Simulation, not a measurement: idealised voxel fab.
This is a process module. Its name is voxel gate over fins.
Cross-sectional view cut (width: 295 nm; square cell size: 5 nm).
Cross-sections here: square-cell grids, written as top-down lists of bands, a band being one or more rows of cells. First you get the band's top height and its bottom height, in nm, and then the materials it's made of, left to right, with each width in nm. If you see a single material with "throughout", that one covers the band edge to edge. "empty" is empty space. Height reference: 0 = level under which incoming wafer is all one material. Lowest band: no bottom, runs on downward, e.g. "from 0 down". Quick explanation for "30->40": the width changes in equal steps down the rows of cells, from the first number in the band's top row to the second number in its bottom row. Step marked "nothing changed"? Then no cell in the cross-section changed in it. Look at "Voids, enclosed" for the closed voids: empty spaces with no open path to the top, sized 8 cells or up. Each is width x height at distance, distance from the left edge, all nm. Where a step's line continues beyond its settings, the continuation is a remark by the simulator itself on that step. The "overlay nm" setting may appear on a step's line; for a step that uses a mask, it gives how far to the right of its planned position the mask lay, and a negative value indicates the left.

[Process steps foreseen in the plan]
1. RECEIVE (material Si)
2. CONFORMAL_DEP (material SiN; thk nm 10)
3. MASKED_ETCH (tone cover; mask id FINS; width nm 15; pitch nm 55; etch materials SiN; depth nm 10; overlay nm 0)
4. MASKED_ETCH (tone cover; mask id FINS; width nm 15; pitch nm 55; etch materials Si; depth nm 35; overlay nm -15)
5. FILL_DEP (material SiO2; thk nm 10)
6. CMP (height nm 10)
7. PATTERN (tone open; mask id RAIL; material resist; width nm 15; thk nm 15; overlay nm 0)
8. DIRECTIONAL_ETCH (etch materials SiO2; depth nm 40)
9. STRIP (etch materials resist)
10. CONFORMAL_DEP (material TiN; thk nm 5)
11. FILL_DEP (material Ru; thk nm 5)
12. CMP (height nm 10)
13. SELECTIVE_ETCH (etch materials W Ru TiN; depth nm 30)
14. FILL_DEP (material SiO2; thk nm 5)
15. CMP (height nm 10)
16. SELECTIVE_ETCH (etch materials SiO2; depth nm 25)
17. STRIP (etch materials SiN)
18. CONFORMAL_DEP (material HfO2; thk nm 5)
19. CONFORMAL_DEP (material TiN; thk nm 5)
20. FILL_DEP (material W; thk nm 10)
21. CMP (height nm 15)
22. CONFORMAL_DEP (material SiCN; thk nm 10)
Every wafer here starts from the same state; it is the step 4 overlay nm that distinguishes them, and the value the plan gives belongs to the first wafer.

[The first of several wafers in cross-section, exactly as it reached us after step 1]
  from 0 down | Si throughout
  Voids, enclosed: none

[Per wafer (row), end of module: delta in cells per material since receipt, (+) for gained, (-) for lost; closed voids after that]
overlay nm -15; +71 HfO2; +1 Ru; -329 Si; +118 SiCN; +182 SiO2; +76 TiN; +176 W; Voids, enclosed: none
overlay nm -10; +71 HfO2; +1 Ru; -343 Si; +118 SiCN; +190 SiO2; +76 TiN; +182 W; Voids, enclosed: none
overlay nm -5; +71 HfO2; +1 Ru; -357 Si; +118 SiCN; +198 SiO2; +76 TiN; +188 W; Voids, enclosed: none
overlay nm 0; +71 HfO2; +1 Ru; -371 Si; +118 SiCN; +206 SiO2; +76 TiN; +194 W; Voids, enclosed: none
overlay nm 5; +71 HfO2; +1 Ru; -357 Si; +118 SiCN; +198 SiO2; +76 TiN; +188 W; Voids, enclosed: none
overlay nm 10; +71 HfO2; +1 Ru; -343 Si; +118 SiCN; +190 SiO2; +76 TiN; +182 W; Voids, enclosed: none
overlay nm 15; +71 HfO2; -329 Si; +118 SiCN; +184 SiO2; +75 TiN; +176 W; Voids, enclosed: none
